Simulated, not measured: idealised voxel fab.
This is a process module. Its name is voxel double patterning.
Each square cell in cross-section cut measures 5 nm, and the section as a whole is 215 nm wide.
If you're reading a cross-section in this doc, picture square cells in a grid; it comes to you as bands, top ones listed first down to the bottom, and a band can be one or more rows of cells.
First you get the band's top height and its bottom height, in nm, and then the materials it's made of, left to right, with each width in nm. If you see a single material with "throughout", that one covers the band edge to edge. "blank" is empty space.
We count height from 0. Below that, the starting wafer is all one material. The lowest band never ends at the bottom but goes on down; see "0 -> down" for how that is written.
Per-row width for "30->40": begins at first number (top row of band), ends at second number (bottom row), increment between rows held constant.
For the purposes of this document, the phrase "remained the same" attached to a step denotes that no cell within the cross-section was modified by that step.
For the entry "Voids, enclosed", the listed items are empty spaces with no open way to the top whose size is 8 cells or more; each item follows the pattern width x height at distance, where distance is from the left edge and all three are in nm.
Post-settings text on a step line: simulator's own remark regarding the step.
If you see "overlay nm" on a step's line and that step has a mask, it's telling you how far right of where it was planned the mask ended up; a negative number means it went left instead.

STEPS PLANNED FOR THE PROCESS
1. RECEIVE with material Si
2. CONFORMAL_DEP with material SiO2, thk nm 10
3. DIRECTIONAL_DEP with material polySi, thk nm 10
4. DIRECTIONAL_DEP with material SiCN, thk nm 5
5. PATTERN with tone open, mask id FIRST, material resist, width nm 15, pitch nm 50, thk nm 15, overlay nm 0
6. DIRECTIONAL_ETCH with etch materials SiCN, depth nm 5
7. STRIP with etch materials resist
8. PATTERN with tone open, mask id SECOND, material resist, width nm 15, thk nm 20, overlay nm 0
9. DIRECTIONAL_ETCH with etch materials SiCN, depth nm 5
10. STRIP with etch materials resist
11. DIRECTIONAL_ETCH with etch materials polySi, depth nm 10
12. STRIP with etch materials SiCN

CROSS-SECTION: WAFER ON ARRIVAL = AFTER STEP 1
0 -> down | Si throughout
Voids, enclosed: none

END STATE OF THE MODULE IN CROSS-SECTION, GIVEN THE ABOVE STARTING POINT AND PLAN AND ONE MISTAKE IN EXECUTION
15 -> 10 | polySi throughout
10 -> 0 | SiO2 throughout
0 -> down | Si throughout
Voids, enclosed: none
Deviation noted in wafer processing: not per plan at step 4, really ran DIRECTIONAL_DEP with material polySi, thk nm 5
